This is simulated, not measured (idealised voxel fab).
The name of this process module is voxel capacitor over wiring.
Section cut is 265 nm wide and gridded with 5 nm square cells.
Cross-section = grid of square cells, listed top down in bands; band = one or more rows. The band entry comprises the height of the band's top followed by the height of its bottom, expressed in nm, and subsequently the band's materials from left to right, each stated together with its width in nm. Where a single material is marked with the word "full width", that material fills the band from edge to edge. The word "blank" represents empty space. Height is counted from the level 0, under which the received wafer is composed throughout of one material. The lowest of the bands is not closed at the bottom but continues downward, in the notation "0 -> down". The notation "30 to 40" denotes a width that varies across the rows of cells in the band, beginning at the first number in the top row, finishing at the second number in the bottom row, and changing by an identical amount from each row to the next. Any step labelled "no modification" changed none of the cells in the cross-section. In "Closed voids list" the enclosed voids are listed, meaning empty spaces of 8 cells or larger without any opening to the top. The form is width x height at distance, distance from the left edge, units nm. after a step's settings: what the simulator itself notes on the step. When a step includes a mask, the "overlay nm" setting on its line states how far to the right of its planned place that mask lay, and negative values state how far to the left.

These are the steps we planned for the process
1. RECEIVE,material Si
2. CONFORMAL_DEP,material SiO2,thk nm 15
3. CONFORMAL_DEP,material SiN,thk nm 5
4. DIRECTIONAL_DEP,material SiO2,thk nm 20
5. PATTERN,tone open,mask id METAL_1,material resist,width nm 30,pitch nm 80,thk nm 15,overlay nm 0
6. DIRECTIONAL_ETCH,etch materials SiO2,depth nm 20
7. DIRECTIONAL_ETCH,etch materials SiN,depth nm 5
8. STRIP,etch materials resist
9. CONFORMAL_DEP,material TiN,thk nm 5
10. FILL_DEP,material Ru,thk nm 5
11. CMP,height nm 40
12. EPI,material Ru,thk nm 5
13. FILL_DEP,material SiCN,thk nm 5
14. DIRECTIONAL_DEP,material SiO2,thk nm 20
15. MASKED_ETCH,tone open,mask id PLUG_1,width nm 15,etch materials SiO2,depth nm 20,overlay nm 0
16. MASKED_ETCH,tone open,mask id PLUG_1,width nm 15,etch materials SiCN,depth nm 5,overlay nm 0
17. EPI,material Ru,thk nm 10
18. EPI,material Ru,thk nm 10
19. EPI,material Ru,thk nm 5
20. DIRECTIONAL_DEP,material TiN,thk nm 10
21. DIRECTIONAL_DEP,material Al2O3,thk nm 5
22. DIRECTIONAL_DEP,material TiN,thk nm 10
23. DIRECTIONAL_DEP,material aC,thk nm 15
24. PATTERN,tone cover,mask id UPPER_PLATE,material resist,width nm 55,thk nm 30,overlay nm 0
25. DIRECTIONAL_ETCH,etch materials aC,depth nm 15
26. STRIP,etch materials resist
27. DIRECTIONAL_ETCH,etch materials TiN,depth nm 10
28. DIRECTIONAL_ETCH,etch materials Al2O3,depth nm 5
29. STRIP,etch materials aC
30. MASKED_ETCH,tone cover,mask id LOWER_PLATE,width nm 65,etch materials TiN,depth nm 10,overlay nm 0
31. FILL_DEP,material SiO2,thk nm 15
32. CMP,height nm 105
33. DIRECTIONAL_DEP,material aC,thk nm 10
34. PATTERN,tone open,mask id PLUG_2,material resist,width nm 15,thk nm 30,overlay nm 0
35. DIRECTIONAL_ETCH,etch materials aC,depth nm 10
36. STRIP,etch materials resist
37. DIRECTIONAL_ETCH,etch materials SiO2,depth nm 10
38. STRIP,etch materials aC
39. CONFORMAL_DEP,material TiN,thk nm 5
40. FILL_DEP,material Cu,thk nm 5
41. CMP,height nm 105
42. CONFORMAL_DEP,material SiCN,thk nm 5

First of two wafers - as planned

So this is the incoming wafer in cross-section - it's already been through step 1
* 0 -> down: Si full width
* Closed voids list: none

How the wafer stands in section after step 2
* 15 -> 0: SiO2 full width
* Heights below 0 show no change.

How the wafer stands in section after step 3
* 20 -> 15: SiN full width
* Heights below 15 show no change.

How the wafer stands in section after step 4
* 40 -> 20: SiO2 full width
* Heights below 20 show no change.

How the wafer stands in section after step 5
* 55 -> 40: resist: 75; blank: 30; resist: 50; blank: 30; resist: 80
* Heights below 40 show no change.

How the wafer stands in section after step 6
* 55 -> 40: resist: 75; blank: 30; resist: 50; blank: 30; resist: 80
* 40 -> 20: SiO2: 75; blank: 30; SiO2: 50; blank: 30; SiO2: 80
* Heights below 20 show no change.

How the wafer stands in section after step 7
* 55 -> 40: resist: 75; blank: 30; resist: 50; blank: 30; resist: 80
* 40 -> 20: SiO2: 75; blank: 30; SiO2: 50; blank: 30; SiO2: 80
* 20 -> 15: SiN: 75; blank: 30; SiN: 50; blank: 30; SiN: 80
* Heights below 15 show no change.

How the wafer stands in section after step 8
* 40 -> 20: SiO2: 75; blank: 30; SiO2: 50; blank: 30; SiO2: 80
* Heights below 20 show no change.

How the wafer stands in section after step 9
* 45 -> 40: TiN: 80; blank: 20; TiN: 60; blank: 20; TiN: 85
* 40 -> 20: SiO2: 75; TiN: 5; blank: 20; TiN: 5; SiO2: 50; TiN: 5; blank: 20; TiN: 5; SiO2: 80
* 20 -> 15: SiN: 75; TiN: 30; SiN: 50; TiN: 30; SiN: 80
* Heights below 15 show no change.

How the wafer stands in section after step 10
* 50 -> 45: Ru full width
* 45 -> 40: TiN: 80; Ru: 20; TiN: 60; Ru: 20; TiN: 85
* 40 -> 20: SiO2: 75; TiN: 5; Ru: 20; TiN: 5; SiO2: 50; TiN: 5; Ru: 20; TiN: 5; SiO2: 80
* Heights below 20 show no change.

How the wafer stands in section after step 11
* 40 -> 20: SiO2: 75; TiN: 5; Ru: 20; TiN: 5; SiO2: 50; TiN: 5; Ru: 20; TiN: 5; SiO2: 80
* Heights below 20 show no change.

How the wafer stands in section after step 12
* 45 -> 40: blank: 70; Ru: 40; blank: 40; Ru: 40; blank: 75
* Heights below 40 show no change.

How the wafer stands in section after step 13
* 50 -> 45: SiCN full width
* 45 -> 40: SiCN: 70; Ru: 40; SiCN: 40; Ru: 40; SiCN: 75
* Heights below 40 show no change.

How the wafer stands in section after step 14
* 70 -> 50: SiO2 full width
* Heights below 50 show no change.

How the wafer stands in section after step 15
* 70 -> 50: SiO2: 90; blank: 15; SiO2: 160
* Heights below 50 show no change.

How the wafer stands in section after step 16
* 70 -> 50: SiO2: 90; blank: 15; SiO2: 160
* 50 -> 45: SiCN: 90; blank: 15; SiCN: 160
* Heights below 45 show no change.

How the wafer stands in section after step 17
* 70 -> 55: SiO2: 90; blank: 15; SiO2: 160
* 55 -> 50: SiO2: 90; Ru: 15; SiO2: 160
* 50 -> 45: SiCN: 90; Ru: 15; SiCN: 160
* Heights below 45 show no change.

How the wafer stands in section after step 18
* 70 -> 65: SiO2: 90; blank: 15; SiO2: 160
* 65 -> 50: SiO2: 90; Ru: 15; SiO2: 160
* Heights below 50 show no change.

How the wafer stands in section after step 19
* 70 -> 50: SiO2: 90; Ru: 15; SiO2: 160
* Heights below 50 show no change.

How the wafer stands in section after step 20
* 80 -> 70: TiN full width
* Heights below 70 show no change.

How the wafer stands in section after step 21
* 85 -> 80: Al2O3 full width
* Heights below 80 show no change.

How the wafer stands in section after step 22
* 95 -> 85: TiN full width
* Heights below 85 show no change.

How the wafer stands in section after step 23
* 110 -> 95: aC full width
* Heights below 95 show no change.

How the wafer stands in section after step 24
* 140 -> 110: blank: 90; resist: 55; blank: 120
* Heights below 110 show no change.

How the wafer stands in section after step 25
* 125 -> 110: blank: 90; resist: 55; blank: 120
* 110 -> 95: blank: 90; aC: 55; blank: 120
* Heights below 95 show no change.

How the wafer stands in section after step 26
* 110 -> 95: blank: 90; aC: 55; blank: 120
* Heights below 95 show no change.

How the wafer stands in section after step 27
* 110 -> 95: blank: 90; aC: 55; blank: 120
* 95 -> 85: blank: 90; TiN: 55; blank: 120
* Heights below 85 show no change.

How the wafer stands in section after step 28
* 110 -> 95: blank: 90; aC: 55; blank: 120
* 95 -> 85: blank: 90; TiN: 55; blank: 120
* 85 -> 80: blank: 90; Al2O3: 55; blank: 120
* Heights below 80 show no change.

How the wafer stands in section after step 29
* 95 -> 85: blank: 90; TiN: 55; blank: 120
* Heights below 85 show no change.

How the wafer stands in section after step 30
* 95 -> 85: blank: 90; TiN: 55; blank: 120
* 85 -> 80: blank: 90; Al2O3: 55; blank: 120
* 80 -> 70: blank: 85; TiN: 65; blank: 115
* Heights below 70 show no change.

How the wafer stands in section after step 31
* 110 -> 95: SiO2 full width
* 95 -> 85: SiO2: 90; TiN: 55; SiO2: 120
* 85 -> 80: SiO2: 90; Al2O3: 55; SiO2: 120
* 80 -> 70: SiO2: 85; TiN: 65; SiO2: 115
* Heights below 70 show no change.

How the wafer stands in section after step 32
* 105 -> 95: SiO2 full width
* Heights below 95 show no change.

How the wafer stands in section after step 33
* 115 -> 105: aC full width
* Heights below 105 show no change.

How the wafer stands in section after step 34
* 145 -> 115: resist: 100; blank: 15; resist: 150
* Heights below 115 show no change.

How the wafer stands in section after step 35
* 135 -> 115: resist: 100; blank: 15; resist: 150
* 115 -> 105: aC: 100; blank: 15; aC: 150
* Heights below 105 show no change.

How the wafer stands in section after step 36
* 115 -> 105: aC: 100; blank: 15; aC: 150
* Heights below 105 show no change.

How the wafer stands in section after step 37
* 115 -> 105: aC: 100; blank: 15; aC: 150
* 105 -> 95: SiO2: 100; blank: 15; SiO2: 150
* Heights below 95 show no change.

How the wafer stands in section after step 38
* 105 -> 95: SiO2: 100; blank: 15; SiO2: 150
* Heights below 95 show no change.

How the wafer stands in section after step 39
* 110 -> 105: TiN: 105; blank: 5; TiN: 155
* 105 -> 100: SiO2: 100; TiN: 5; blank: 5; TiN: 5; SiO2: 150
* 100 -> 95: SiO2: 100; TiN: 15; SiO2: 150
* Heights below 95 show no change.

How the wafer stands in section after step 40
* 115 -> 110: Cu full width
* 110 -> 105: TiN: 105; Cu: 5; TiN: 155
* 105 -> 100: SiO2: 100; TiN: 5; Cu: 5; TiN: 5; SiO2: 150
* Heights below 100 show no change.

How the wafer stands in section after step 41
* 105 -> 100: SiO2: 100; TiN: 5; Cu: 5; TiN: 5; SiO2: 150
* Heights below 100 show no change.

How the wafer stands in section after step 42
* 110 -> 105: SiCN full width
* Heights below 105 show no change.

Notes, second wafer: start = first wafer's, plan = first wafer's, execution had one mistake; history identical to first through step 13

Second wafer cross-section, taken as of the time the plan sets for step 14 to be done
* 70 -> 45: SiCN full width
* Heights below 45 show no change.

Second wafer cross-section, taken as of the time the plan sets for step 15 to be done: no modification

Second wafer cross-section, taken as of the time the plan sets for step 16 to be done
* 70 -> 65: SiCN: 90; blank: 15; SiCN: 160
* Heights below 65 show no change.

Second wafer cross-section, taken as of the time the plan sets for step 17 to be done: no modification

Second wafer cross-section, taken as of the time the plan sets for step 18 to be done: no modification

Second wafer cross-section, taken as of the time the plan sets for step 19 to be done: no modification

Second wafer cross-section, taken as of the time the plan sets for step 20 to be done
* 80 -> 75: TiN: 90; blank: 15; TiN: 160
* 75 -> 70: TiN full width
* 70 -> 65: SiCN: 90; TiN: 15; SiCN: 160
* Heights below 65 show no change.

Second wafer cross-section, taken as of the time the plan sets for step 21 to be done
* 85 -> 80: Al2O3: 90; blank: 15; Al2O3: 160
* 80 -> 75: TiN: 90; Al2O3: 15; TiN: 160
* Heights below 75 show no change.

Second wafer cross-section, taken as of the time the plan sets for step 22 to be done
* 95 -> 90: TiN: 90; blank: 15; TiN: 160
* 90 -> 85: TiN full width
* 85 -> 80: Al2O3: 90; TiN: 15; Al2O3: 160
* Heights below 80 show no change.

Second wafer cross-section, taken as of the time the plan sets for step 23 to be done
* 110 -> 105: aC: 90; blank: 15; aC: 160
* 105 -> 95: aC full width
* 95 -> 90: TiN: 90; aC: 15; TiN: 160
* Heights below 90 show no change.

Second wafer cross-section, taken as of the time the plan sets for step 24 to be done
* 140 -> 110: blank: 90; resist: 55; blank: 120
* 110 -> 105: aC: 90; resist: 15; aC: 160
* Heights below 105 show no change.

Second wafer cross-section, taken as of the time the plan sets for step 25 to be done
* 125 -> 110: blank: 90; resist: 55; blank: 120
* 110 -> 105: blank: 90; resist: 15; aC: 40; blank: 120
* 105 -> 95: blank: 90; aC: 55; blank: 120
* Heights below 95 show no change.

Second wafer cross-section, taken as of the time the plan sets for step 26 to be done
* 110 -> 105: blank: 105; aC: 40; blank: 120
* Heights below 105 show no change.

Second wafer cross-section, taken as of the time the plan sets for step 27 to be done
* 110 -> 105: blank: 105; aC: 40; blank: 120
* 105 -> 95: blank: 90; aC: 55; blank: 120
* 95 -> 90: blank: 90; aC: 15; TiN: 40; blank: 120
* 90 -> 85: blank: 90; TiN: 55; blank: 120
* Heights below 85 show no change.

Second wafer cross-section, taken as of the time the plan sets for step 28 to be done
* 110 -> 105: blank: 105; aC: 40; blank: 120
* 105 -> 95: blank: 90; aC: 55; blank: 120
* 95 -> 90: blank: 90; aC: 15; TiN: 40; blank: 120
* 90 -> 85: blank: 90; TiN: 55; blank: 120
* 85 -> 80: blank: 90; TiN: 15; Al2O3: 40; blank: 120
* Heights below 80 show no change.

Second wafer cross-section, taken as of the time the plan sets for step 29 to be done
* 95 -> 85: blank: 105 to 90; TiN: 40 to 55; blank: 120
* Heights below 85 show no change.

Second wafer cross-section, taken as of the time the plan sets for step 30 to be done
* 95 -> 85: blank: 105 to 90; TiN: 40 to 55; blank: 120
* 85 -> 80: blank: 90; TiN: 15; Al2O3: 40; blank: 120
* 80 -> 75: blank: 85; TiN: 5; Al2O3: 15; TiN: 45; blank: 115
* 75 -> 70: blank: 85; TiN: 65; blank: 115
* Heights below 70 show no change.

Second wafer cross-section, taken as of the time the plan sets for step 31 to be done
* 110 -> 95: SiO2 full width
* 95 -> 85: SiO2: 105 to 90; TiN: 40 to 55; SiO2: 120
* 85 -> 80: SiO2: 90; TiN: 15; Al2O3: 40; SiO2: 120
* 80 -> 75: SiO2: 85; TiN: 5; Al2O3: 15; TiN: 45; SiO2: 115
* 75 -> 70: SiO2: 85; TiN: 65; SiO2: 115
* Heights below 70 show no change.

Second wafer cross-section, taken as of the time the plan sets for step 32 to be done
* 105 -> 95: SiO2 full width
* Heights below 95 show no change.

Second wafer cross-section, taken as of the time the plan sets for step 33 to be done
* 115 -> 105: aC full width
* Heights below 105 show no change.

Second wafer cross-section, taken as of the time the plan sets for step 34 to be done
* 145 -> 115: resist: 100; blank: 15; resist: 150
* Heights below 115 show no change.

Second wafer cross-section, taken as of the time the plan sets for step 35 to be done
* 135 -> 115: resist: 100; blank: 15; resist: 150
* 115 -> 105: aC: 100; blank: 15; aC: 150
* Heights below 105 show no change.

Second wafer cross-section, taken as of the time the plan sets for step 36 to be done
* 115 -> 105: aC: 100; blank: 15; aC: 150
* Heights below 105 show no change.

Second wafer cross-section, taken as of the time the plan sets for step 37 to be done
* 115 -> 105: aC: 100; blank: 15; aC: 150
* 105 -> 95: SiO2: 100; blank: 15; SiO2: 150
* Heights below 95 show no change.

Second wafer cross-section, taken as of the time the plan sets for step 38 to be done
* 105 -> 95: SiO2: 100; blank: 15; SiO2: 150
* Heights below 95 show no change.

Second wafer cross-section, taken as of the time the plan sets for step 39 to be done
* 110 -> 105: TiN: 105; blank: 5; TiN: 155
* 105 -> 100: SiO2: 100; TiN: 5; blank: 5; TiN: 5; SiO2: 150
* 100 -> 90: SiO2: 100 to 105; TiN: 15 to 40; SiO2: 150 to 120
* Heights below 90 show no change.

Second wafer cross-section, taken as of the time the plan sets for step 40 to be done
* 115 -> 110: Cu full width
* 110 -> 105: TiN: 105; Cu: 5; TiN: 155
* 105 -> 100: SiO2: 100; TiN: 5; Cu: 5; TiN: 5; SiO2: 150
* Heights below 100 show no change.

Second wafer cross-section, taken as of the time the plan sets for step 41 to be done
* 105 -> 100: SiO2: 100; TiN: 5; Cu: 5; TiN: 5; SiO2: 150
* Heights below 100 show no change.

Second wafer cross-section, taken as of the time the plan sets for step 42 to be done
* 110 -> 105: SiCN full width
* Heights below 105 show no change.
Nonconformance to the process plan: note that step 14 departed from the planned setting and was carried out as DIRECTIONAL_DEP,material SiCN,thk nm 20
It is noted that, at the conclusion of processing, the second wafer exhibits a higher or lower cell count for certain materials relative to the first: 15 fewer of Ru, 212 more of SiCN, 197 fewer of SiO2
